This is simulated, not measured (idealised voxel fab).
process module | voxel plated lines
cross-section cut | 240 nm wide | cells 5 nm
A cross-section is a grid of square cells, given in bands from the top down. A band is one or more rows of cells.
Each band's line starts with the height of the band's top and of its bottom, in nm. Then come its materials from left to right, each with its width in nm. One material with "throughout" fills the band from edge to edge. "air" is empty space.
Height 0 is the level under which the wafer as received is all one material. The lowest band goes on downwards, as in "0 down".
A width such as "30 to 40" changes by the same amount from each row of cells to the next, from the band's top row to its bottom row.
"no change" after a step means that no cell of the cross-section changed.
closed voids: empty space of 8 cells or more with no open way to the top, each as width x height at its distance from the left edge, in nm
after a step's settings: what the simulator itself notes on the step
overlay nm, on a step with a mask: how far to the right of its planned place the mask lay; to the left if negative
plan
1 op RECEIVE | material Si
2 op CONFORMAL_DEP | material Al2O3 | thk nm 5
3 op DIRECTIONAL_DEP | material TiN | thk nm 5
4 op PATTERN | tone open | mask id LINES | material resist | width nm 20 | pitch nm 50 | thk nm 40 | overlay nm 0
5 op EPI | material Ru | thk nm 10
6 op EPI | material Ru | thk nm 10
7 op EPI | material Ru | thk nm 5
8 op STRIP | etch materials resist
9 op DIRECTIONAL_ETCH | etch materials TiN | depth nm 5
10 op CONFORMAL_DEP | material SiO2 | thk nm 10
as received, after step 1
  0 down: Si throughout
  closed voids: none
first wafer at the end, as planned
  45 to 35: air 25 | SiO2 40 | air 10 | SiO2 40 | air 10 | SiO2 40 | air 10 | SiO2 40 | air 25
  35 to 15: air 25 | SiO2 10 | Ru 20 | SiO2 10 | air 10 | SiO2 10 | Ru 20 | SiO2 10 | air 10 | SiO2 10 | Ru 20 | SiO2 10 | air 10 | SiO2 10 | Ru 20 | SiO2 10 | air 25
  15 to 10: SiO2 35 | Ru 20 | SiO2 30 | Ru 20 | SiO2 30 | Ru 20 | SiO2 30 | Ru 20 | SiO2 35
  10 to 5: SiO2 35 | TiN 20 | SiO2 30 | TiN 20 | SiO2 30 | TiN 20 | SiO2 30 | TiN 20 | SiO2 35
  5 to 0: Al2O3 throughout
  0 down: Si throughout
  closed voids: none
second wafer at the end: like start, like plan, one mistake
  45 to 15: air 25 | Ru 40 | air 10 | Ru 40 | air 10 | Ru 40 | air 10 | Ru 40 | air 25
  15 to 10: Ru throughout
  10 to 5: Ru 35 | TiN 20 | Ru 30 | TiN 20 | Ru 30 | TiN 20 | Ru 30 | TiN 20 | Ru 35
  5 to 0: Al2O3 throughout
  0 down: Si throughout
  closed voids: none
what went wrong: step 10 ran as: op CONFORMAL_DEP | material Ru | thk nm 10
at the end the second wafer has, in cells: 192 more of Ru | 192 fewer of SiO2
